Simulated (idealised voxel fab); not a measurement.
process module | voxel lift off
The width of the displayed cross-section, cut, is 285 nm; its cells are square, with a size of 5 nm.
Format of a cross-section: grid, square cells. Given as bands. Order: top down. Band: one or more rows of cells. Heights first: top, then bottom, in nm. Then materials, left to right, each with a width in nm. "everywhere" on a single material: fills the band edge to edge. "empty": empty space. All heights in this document are referenced to 0, defined as the level beneath which the wafer, as received, consists entirely of one material. The lowest band is not bounded below; it extends indefinitely downward and is written in the form "from 0 down". A width given as "30->40" starts at the first number in the band's top row and ends at the second number in its bottom row, shifting by an equal amount at every step from row to row. "identical to before" means the step left every cell of the cross-section as it was. Basically, "Closed cavity list" tells you about the enclosed voids: empty spaces with no open way to the top, 8 cells or bigger, each written width x height at distance, where distance is from the left edge, all in nm. Heads up: the bit after the settings on a step's line is the simulator's remark on that step. overlay nm, on a step with a mask: how far to the right of its planned place the mask lay; to the left if negative.

## Process steps - plan
1,RECEIVE: material Si
2,CONFORMAL_DEP: material Al2O3, thk nm 10
3,PATTERN: tone open, mask id LINES, material resist, width nm 25, pitch nm 50, thk nm 25, overlay nm 0
4,DIRECTIONAL_DEP: material Ru, thk nm 10
5,STRIP: etch materials resist
6,CONFORMAL_DEP: material SiO2, thk nm 5

## Received-state cross-section, reflecting completion of step 1
* from 0 down = Si everywhere
* Closed cavity list: none

## End state of the module in cross-section, given the above starting point and plan and one mistake in execution
* from 20 to 10 = empty 105 nm | Ru 25 nm | empty 25 nm | Ru 25 nm | empty 105 nm
* from 10 to 0 = Al2O3 everywhere
* from 0 down = Si everywhere
* Closed cavity list: none
What was the processing mistake? step 6 of the plan was omitted and not executed
